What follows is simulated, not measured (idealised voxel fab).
The following process module bears the name voxel quadruple lines.
Square cell edge 5 nm, section width 140 nm, ID cut.
Square cells in a grid make up a cross-section in this document, and the grid is given as bands, listed from the top down, each one or more rows of cells.
Each band's line starts with the height of the band's top and of its bottom, in nm. Then come its materials from left to right, each with its width in nm. One material with "everywhere" fills the band from edge to edge. "air" is empty space.
It should be noted that heights are counted from 0, beneath which the wafer as supplied is of one material throughout, and that the lowest band possesses no lower boundary but continues downward, as written in "0 down".
A width given as "30 to 40" starts at the first number in the band's top row and ends at the second number in its bottom row, shifting by an equal amount at every step from row to row.
"nothing different" after a step means that no cell of the cross-section changed.
Each empty space that has no open way to the top and spans at least 8 cells appears under "Closed cavities" as width x height at distance, the distance counted from the left edge, all in nm.
Anything after a step's settings on that line? It's the simulator's own note about the step.
Each step line may optionally specify "overlay nm", which for a step with a mask gives the rightward distance between the mask's planned place and where it lay, a negative value indicating the leftward direction.
[Planned step list for the process]
| 1 | RECEIVE: material Si |
| 2 | CONFORMAL_DEP: material SiO2, thk nm 5 |
| 3 | DIRECTIONAL_DEP: material TiN, thk nm 10 |
| 4 | DIRECTIONAL_DEP: material polySi, thk nm 20 |
| 5 | DIRECTIONAL_DEP: material aC, thk nm 20 |
| 6 | PATTERN: tone cover, mask id MANDREL, material resist, width nm 20, pitch nm 60, thk nm 30, overlay nm 0 |
| 7 | DIRECTIONAL_ETCH: etch materials aC, depth nm 20 |
| 8 | STRIP: etch materials resist |
| 9 | CONFORMAL_DEP: material SiO2, thk nm 10 |
| 10 | DIRECTIONAL_ETCH: etch materials SiO2, depth nm 10 |
| 11 | STRIP: etch materials aC |
| 12 | DIRECTIONAL_ETCH: etch materials polySi, depth nm 20 |
| 13 | STRIP: etch materials SiO2 |
| 14 | CONFORMAL_DEP: material SiCN, thk nm 5 |
| 15 | DIRECTIONAL_ETCH: etch materials SiCN, depth nm 5 |
| 16 | STRIP: etch materials polySi |
| 17 | DIRECTIONAL_ETCH: etch materials TiN, depth nm 10 |
| 18 | STRIP: etch materials SiCN |
| 19 | FILL_DEP: material lowk, thk nm 10 |
| 20 | CMP: height nm 15 |
[This is the cross-section of the wafer as we received it, i.e. after step 1]
* 0 down | Si everywhere
* Closed cavities: none
[Looking at the first of two wafers in cross-section at end of module - ran to plan]
* 15 to 5 | 15 nm lowk  5 nm TiN  10 nm lowk  5 nm TiN  10 nm lowk  5 nm TiN  10 nm lowk  5 nm TiN  10 nm lowk  5 nm TiN  10 nm lowk  5 nm TiN  10 nm lowk  5 nm TiN  10 nm lowk  5 nm TiN  15 nm lowk
* 5 to 0 | SiO2 everywhere
* 0 down | Si everywhere
* Closed cavities: none
[This is the second of the two wafers, cross-sectioned at the end of the module; it started exactly like the first and was given the same plan, but it was run with one mistake]
* 15 to 5 | polySi everywhere
* 5 to 0 | SiO2 everywhere
* 0 down | Si everywhere
* Closed cavities: none
Run error: order of steps 3 and 4 inverted relative to the plan
Final tally in cells, some materials are higher or lower on the second wafer than on the first: TiN -16, lowk -40, polySi +56
